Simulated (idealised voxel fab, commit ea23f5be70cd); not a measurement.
The process module presented herein is designated voxel fin reveal.
Cross-section cut: width 170 nm, square cells of 5 nm.
Cross-section, as written here: a square-cell grid given band by band from the top down, where a band holds one or more rows of cells.
Top, bottom (nm), then materials left to right with widths (nm); lone material tagged "edge to edge" fills the whole band edge to edge; "air" = empty space.
Height datum 0, below which the as-received substrate wafer is one material. Lowest band open at the bottom, running downward: "0 nm and below".
The expression "30->40" gives the width at the extremes of the band, the first number at its top row of cells and the second at its bottom row, with the width changing by equal amounts from each row to the next in between.
The cross-section has no changed cell in any step marked "no change occurred".
What "Completely enclosed voids" gives you is every empty space of 8 cells or more that is cut off from the top. Each appears as width x height at distance, with the distance taken from the left edge and width, height and distance all in nm.
Past the settings on a step's line: simulator remark, on that step.
"overlay nm", when on a step's line for a step with a mask, measures how far to the right of its planned place the mask lay; a negative measure means to the left.

## The process steps that were planned are listed below
1: RECEIVE,material Si
2: CONFORMAL_DEP,material SiN,thk nm 5
3: MASKED_ETCH,tone cover,mask id FINS,width nm 15,pitch nm 35,etch materials SiN,depth nm 5,overlay nm 0
4: MASKED_ETCH,tone cover,mask id FINS,width nm 15,pitch nm 35,etch materials Si,depth nm 35,overlay nm 0
5: FILL_DEP,material SiO2,thk nm 10
6: CMP,height nm 5
7: SELECTIVE_ETCH,etch materials SiO2,depth nm 30
8: STRIP,etch materials SiN
9: CONFORMAL_DEP,material SiO2,thk nm 5

## Wafer cross-section on receipt, i.e. after step 1
	0 nm and below: Si edge to edge
	Completely enclosed voids: none

## End state of the module in cross-section, given the above starting point and plan and one mistake in execution
	0 nm to -25 nm: 40 air / 15 Si / 20 air / 15 Si / 20 air / 15 Si / 45 air
	-25 nm to -35 nm: 40 SiO2 / 15 Si / 20 SiO2 / 15 Si / 20 SiO2 / 15 Si / 45 SiO2
	-35 nm and below: Si edge to edge
	Completely enclosed voids: none
Plan not followed: heads up, step 9 of the plan was skipped and never actually ran
